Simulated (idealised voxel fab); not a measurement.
process module | voxel wiring stack
cross-section cut | 220 nm wide | cells 5 nm
A cross-section is a grid of square cells, given in bands from the top down. A band is one or more rows of cells.
Each band's line starts with the height of the band's top and of its bottom, in nm. Then come its materials from left to right, each with its width in nm. One material with "throughout" fills the band from edge to edge. "air" is empty space.
Height 0 is the level under which the wafer as received is all one material. The lowest band goes on downwards, as in "0 down".
A width such as "30 to 40" changes by the same amount from each row of cells to the next, from the band's top row to its bottom row.
"no change" after a step means that no cell of the cross-section changed.
closed voids: empty space of 8 cells or more with no open way to the top, each as width x height at its distance from the left edge, in nm
after a step's settings: what the simulator itself notes on the step
overlay nm, on a step with a mask: how far to the right of its planned place the mask lay; to the left if negative
plan
1 op RECEIVE | material Si
2 op CONFORMAL_DEP | material SiO2 | thk nm 15
3 op CONFORMAL_DEP | material SiN | thk nm 5
4 op DIRECTIONAL_DEP | material SiO2 | thk nm 25
5 op DIRECTIONAL_DEP | material aC | thk nm 15
6 op PATTERN | tone open | mask id METAL_1 | material resist | width nm 20 | pitch nm 45 | thk nm 35 | overlay nm 0
7 op DIRECTIONAL_ETCH | etch materials aC | depth nm 15
8 op STRIP | etch materials resist
9 op DIRECTIONAL_ETCH | etch materials SiO2 | depth nm 25
10 op DIRECTIONAL_ETCH | etch materials SiN | depth nm 5
11 op STRIP | etch materials aC
12 op CONFORMAL_DEP | material TiN | thk nm 5
13 op FILL_DEP | material Ru | thk nm 10
14 op CMP | height nm 45
15 op EPI | material Ru | thk nm 5
16 op FILL_DEP | material SiCN | thk nm 5
17 op DIRECTIONAL_DEP | material lowk | thk nm 10
18 op PATTERN | tone open | mask id PLUG_1 | material resist | width nm 15 | pitch nm 90 | thk nm 15 | overlay nm 0
19 op DIRECTIONAL_ETCH | etch materials lowk | depth nm 10
20 op DIRECTIONAL_ETCH | etch materials SiCN | depth nm 5
21 op STRIP | etch materials resist
22 op EPI | material Ru | thk nm 10
23 op EPI | material Ru | thk nm 5
24 op DIRECTIONAL_DEP | material TiN | thk nm 5
25 op DIRECTIONAL_DEP | material Ru | thk nm 20
26 op DIRECTIONAL_DEP | material aC | thk nm 10
27 op PATTERN | tone cover | mask id METAL_2 | material resist | width nm 20 | pitch nm 45 | thk nm 30 | overlay nm 0
28 op DIRECTIONAL_ETCH | etch materials aC | depth nm 10
29 op STRIP | etch materials resist
30 op DIRECTIONAL_ETCH | etch materials Ru | depth nm 20
31 op DIRECTIONAL_ETCH | etch materials TiN | depth nm 5
32 op STRIP | etch materials aC
33 op CONFORMAL_DEP | material SiN | thk nm 5
34 op FILL_DEP | material lowk | thk nm 10
35 op CMP | height nm 90
36 op CONFORMAL_DEP | material SiCN | thk nm 5
37 op DIRECTIONAL_DEP | material SiO2 | thk nm 10
38 op PATTERN | tone open | mask id PLUG_2 | material resist | width nm 15 | pitch nm 90 | thk nm 20 | overlay nm 0
39 op DIRECTIONAL_ETCH | etch materials SiO2 | depth nm 10
40 op DIRECTIONAL_ETCH | etch materials SiCN | depth nm 5
41 op STRIP | etch materials resist
42 op EPI | material Ru | thk nm 10
43 op EPI | material Ru | thk nm 5
44 op CONFORMAL_DEP | material SiCN | thk nm 5
45 op DIRECTIONAL_DEP | material lowk | thk nm 25
46 op MASKED_ETCH | tone open | mask id METAL_3 | width nm 20 | pitch nm 45 | etch materials lowk | depth nm 25 | overlay nm 0
47 op MASKED_ETCH | tone open | mask id METAL_3 | width nm 20 | pitch nm 45 | etch materials SiCN | depth nm 5 | overlay nm 0
48 op CONFORMAL_DEP | material TiN | thk nm 5
49 op FILL_DEP | material Ru | thk nm 5
50 op CMP | height nm 135
51 op CONFORMAL_DEP | material SiCN | thk nm 5
as received, after step 1
  0 down: Si throughout
  closed voids: none
first wafer at the end, as planned
  140 to 135: SiCN throughout
  135 to 110: lowk 30 | TiN 5 | Ru 10 | TiN 5 | lowk 25 | TiN 5 | Ru 10 | TiN 5 | lowk 25 | TiN 5 | Ru 10 | TiN 5 | lowk 25 | TiN 5 | Ru 10 | TiN 5 | lowk 35
  110 to 105: SiCN 30 | TiN 20 | SiCN 25 | TiN 20 | SiCN 25 | TiN 20 | SiCN 25 | TiN 20 | SiCN 35
  105 to 95: SiO2 30 | Ru 15 | SiO2 75 | Ru 15 | SiO2 85
  95 to 90: SiCN 30 | Ru 15 | SiCN 75 | Ru 15 | SiCN 85
  90 to 70: lowk 25 | SiN 5 | Ru 20 | SiN 5 | lowk 15 | SiN 5 | Ru 20 | SiN 5 | lowk 15 | SiN 5 | Ru 20 | SiN 5 | lowk 15 | SiN 5 | Ru 20 | SiN 5 | lowk 30
  70 to 65: SiN 30 | TiN 20 | SiN 25 | TiN 20 | SiN 25 | TiN 20 | SiN 25 | TiN 20 | SiN 35
  65 to 55: lowk 30 | Ru 15 | lowk 75 | Ru 15 | lowk 85
  55 to 50: SiCN 30 | Ru 15 | SiCN 75 | Ru 15 | SiCN 85
  50 to 45: SiCN 25 | Ru 30 | SiCN 15 | Ru 30 | SiCN 15 | Ru 30 | SiCN 15 | Ru 30 | SiCN 30
  45 to 20: SiO2 30 | TiN 5 | Ru 10 | TiN 5 | SiO2 25 | TiN 5 | Ru 10 | TiN 5 | SiO2 25 | TiN 5 | Ru 10 | TiN 5 | SiO2 25 | TiN 5 | Ru 10 | TiN 5 | SiO2 35
  20 to 15: SiN 30 | TiN 20 | SiN 25 | TiN 20 | SiN 25 | TiN 20 | SiN 25 | TiN 20 | SiN 35
  15 to 0: SiO2 throughout
  0 down: Si throughout
  closed voids: none
second wafer at the end: like start, like plan, one mistake
  140 to 135: SiCN throughout
  135 to 110: lowk 30 | TiN 5 | Ru 10 | TiN 5 | lowk 25 | TiN 5 | Ru 10 | TiN 5 | lowk 25 | TiN 5 | Ru 10 | TiN 5 | lowk 25 | TiN 5 | Ru 10 | TiN 5 | lowk 35
  110 to 105: SiCN 30 | TiN 20 | SiCN 25 | TiN 20 | SiCN 25 | TiN 20 | SiCN 25 | TiN 20 | SiCN 35
  105 to 95: SiO2 30 | Ru 15 | SiO2 75 | Ru 15 | SiO2 85
  95 to 90: SiCN 30 | Ru 15 | SiCN 75 | Ru 15 | SiCN 85
  90 to 70: lowk 25 | SiN 5 | Ru 20 | SiN 5 | lowk 15 | SiN 5 | Ru 20 | SiN 5 | lowk 15 | SiN 5 | Ru 20 | SiN 5 | lowk 15 | SiN 5 | Ru 20 | SiN 5 | lowk 30
  70 to 65: SiN 30 | TiN 20 | SiN 25 | TiN 20 | SiN 25 | TiN 20 | SiN 25 | TiN 20 | SiN 35
  65 to 55: lowk 30 | Ru 15 | lowk 75 | Ru 15 | lowk 85
  55 to 50: SiCN 30 | Ru 15 | SiCN 75 | Ru 15 | SiCN 85
  50 to 40: Ru throughout
  40 to 35: TiN 35 | Ru 10 | TiN 35 | Ru 10 | TiN 35 | Ru 10 | TiN 35 | Ru 10 | TiN 40
  35 to 20: SiO2 30 | TiN 5 | Ru 10 | TiN 5 | SiO2 25 | TiN 5 | Ru 10 | TiN 5 | SiO2 25 | TiN 5 | Ru 10 | TiN 5 | SiO2 25 | TiN 5 | Ru 10 | TiN 5 | SiO2 35
  20 to 15: SiN 30 | TiN 20 | SiN 25 | TiN 20 | SiN 25 | TiN 20 | SiN 25 | TiN 20 | SiN 35
  15 to 0: SiO2 throughout
  0 down: Si throughout
  closed voids: none
what went wrong: step 4 ran as: op DIRECTIONAL_DEP | material SiO2 | thk nm 15
at the end the second wafer has, in cells: 56 more of Ru | 20 fewer of SiCN | 56 fewer of SiO2 | 20 more of TiN
